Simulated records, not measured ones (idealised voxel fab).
A process module follows: voxel lift off.
It is cross-section cut that appears here, measuring 165 nm in width, its square cells being 5 nm in size.
The cross-sections in this document take the form of a grid made of square cells. They are written out as bands, in order from top to bottom. Each band consists of one or more rows of cells. Band: top and bottom heights (nm) first, top before bottom; then materials from left to right, widths in nm. "full width" marks a sole material filling the band edge to edge. "blank" denotes empty space. Heights are reckoned from 0. Under this level, the received wafer is all of one material. The bottommost band is open-ended downward, for example "from 0 down". So if you see something like "30..40" for the width, read it as the top row of the band sitting at the first number and the bottom row at the second, with every row in between moving by the same amount as the last. It should be understood that the words "everything unchanged", when stated for a given step, signify that the cross-section underwent no change in any of its cells during that step. "Trapped voids" contains a list of empty spaces, each no smaller than 8 cells and without an open way to the top, written in the form width x height at distance with the distance from the left edge and all three in nm. It should be noted that, on the line of a given step, the content following the step's settings is a remark produced by the simulator itself with respect to that step. On any step carrying a mask, the "overlay nm" setting, if present on the step's line, tells how far right of its planned place the mask lay; negative values point to the left.
The steps planned for the process are as follows:
| 1 | RECEIVE: material Si |
| 2 | CONFORMAL_DEP: material SiO2, thk nm 15 |
| 3 | PATTERN: tone open, mask id LINES, material resist, width nm 20, pitch nm 35, thk nm 25, overlay nm 0 |
| 4 | DIRECTIONAL_DEP: material Ru, thk nm 15 |
| 5 | STRIP: etch materials resist |
| 6 | CONFORMAL_DEP: material SiN, thk nm 10 |
Of two wafers, the first: run according to plan:
Wafer cross-section on receipt, i.e. after step 1:
    from 0 down: Si full width
    Trapped voids: none
Cross-section through the wafer, step 2 finished:
    from 15 to 0: SiO2 full width
    Below 0, no change.
Cross-section through the wafer, step 3 finished:
    from 40 to 15: resist=35, blank=20, resist=15, blank=20, resist=15, blank=20, resist=40
    Below 15, no change.
Cross-section through the wafer, step 4 finished:
    from 55 to 40: Ru=35, blank=20, Ru=15, blank=20, Ru=15, blank=20, Ru=40
    from 40 to 30: resist=35, blank=20, resist=15, blank=20, resist=15, blank=20, resist=40
    from 30 to 15: resist=35, Ru=20, resist=15, Ru=20, resist=15, Ru=20, resist=40
    Below 15, no change.
Cross-section through the wafer, step 5 finished:
    from 30 to 15: blank=35, Ru=20, blank=15, Ru=20, blank=15, Ru=20, blank=40
    Below 15, no change.
Cross-section through the wafer, step 6 finished:
    from 40 to 30: blank=25, SiN=110, blank=30
    from 30 to 25: blank=25, SiN=10, Ru=20, SiN=15, Ru=20, SiN=15, Ru=20, SiN=10, blank=30
    from 25 to 15: SiN=35, Ru=20, SiN=15, Ru=20, SiN=15, Ru=20, SiN=40
    Below 15, no change.
Wafer two. Identical start, identical plan. One mistake in execution. Identical history through step 2:
Cross-section: second wafer, time at which step 3 was scheduled to end:
    from 40 to 15: resist=25, blank=20, resist=15, blank=20, resist=15, blank=20, resist=50
    Below 15, no change.
Cross-section: second wafer, time at which step 4 was scheduled to end:
    from 55 to 40: Ru=25, blank=20, Ru=15, blank=20, Ru=15, blank=20, Ru=50
    from 40 to 30: resist=25, blank=20, resist=15, blank=20, resist=15, blank=20, resist=50
    from 30 to 15: resist=25, Ru=20, resist=15, Ru=20, resist=15, Ru=20, resist=50
    Below 15, no change.
Cross-section: second wafer, time at which step 5 was scheduled to end:
    from 30 to 15: blank=25, Ru=20, blank=15, Ru=20, blank=15, Ru=20, blank=50
    Below 15, no change.
Cross-section: second wafer, time at which step 6 was scheduled to end:
    from 40 to 30: blank=15, SiN=110, blank=40
    from 30 to 25: blank=15, SiN=10, Ru=20, SiN=15, Ru=20, SiN=15, Ru=20, SiN=10, blank=40
    from 25 to 15: SiN=25, Ru=20, SiN=15, Ru=20, SiN=15, Ru=20, SiN=50
    Below 15, no change.
Processing error: in deviation from the planned setting, step 3 was conducted as PATTERN: tone open, mask id LINES, material resist, width nm 20, pitch nm 35, thk nm 25, overlay nm -10
Matching per-material cell counts, mismatched positions: that is how the second wafer compares with the first at the end.
